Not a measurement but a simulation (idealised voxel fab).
This is a process module. Its name is voxel released beams.
This is section cut - it's 195 nm across, gridded in 5 nm square cells.
Reading order for cross-sections: top band down to bottom band. Underlying form: a grid of square cells. Band size: one or more rows of cells. In this notation a band is specified by the heights of its top and bottom, in that order and in nm, after which its materials appear from left to right, each paired with its width in nm. The word "full width" attached to a single material means that material fills the band from edge to edge; the word "empty" stands for empty space. Heights are expressed relative to 0, this being the level below which the as-received wafer comprises one material exclusively. The lowest band is unbounded in the downward direction and is denoted as in "0 -> down". Width: "30->40" (first number = top row, second number = bottom row, same change from row to row of cells). When a step is marked "no modification", none of the cells in the cross-section changed during that step. Heads up: "Sealed cavities" only lists the empty pockets with no open path to the top that are 8 cells or more, and it writes them as width x height at distance, distance from the left edge, in nm. Read whatever lies past the settings on a step's line as the simulator's own remark about the step. You can add "overlay nm" to a step's line. For a step with a mask, it describes how far the mask lay to the right of its planned position, and a negative number describes a lay to the left.
## Process steps (planned)
1,RECEIVE, material Si
2,CONFORMAL_DEP, material SiN, thk nm 5
3,DIRECTIONAL_DEP, material SiO2, thk nm 10
4,DIRECTIONAL_DEP, material aC, thk nm 10
5,PATTERN, tone open, mask id ANCHOR, material resist, width nm 40, thk nm 30, overlay nm 0
6,DIRECTIONAL_ETCH, etch materials aC, depth nm 10
7,STRIP, etch materials resist
8,DIRECTIONAL_ETCH, etch materials SiO2, depth nm 10
9,STRIP, etch materials aC
10,CONFORMAL_DEP, material W, thk nm 15
11,MASKED_ETCH, tone cover, mask id BEAM, width nm 110, etch materials W, depth nm 15, overlay nm 0
12,STRIP, etch materials SiO2
## This is the cross-section of the wafer as we received it, i.e. after step 1
  0 -> down = Si full width
  Sealed cavities: none
## Cross-sectional image of the first of two wafers at the end of the module, the run having proceeded as planned
  30 -> 20 = empty (40) / W (20) / empty (10) / W (80) / empty (45)
  20 -> 15 = empty (40) / W (110) / empty (45)
  15 -> 5 = empty (45) / W (40) / empty (110)
  5 -> 0 = SiN full width
  0 -> down = Si full width
  Sealed cavities: none
## Wafer two (of two), end-of-module cross-section: start = wafer one, plan = wafer one, one run mistake
  30 -> 15 = empty (40) / W (110) / empty (45)
  15 -> 10 = SiN full width
  10 -> 0 = SiO2 full width
  0 -> down = Si full width
  Sealed cavities: none
Misprocessing identified: the executed order of steps 2 and 3 is the reverse of that specified in the plan, each step having taken the other's position
End check, counted in cells, second wafer has more or fewer of these materials than the first: 78 more of SiO2 | 12 fewer of W
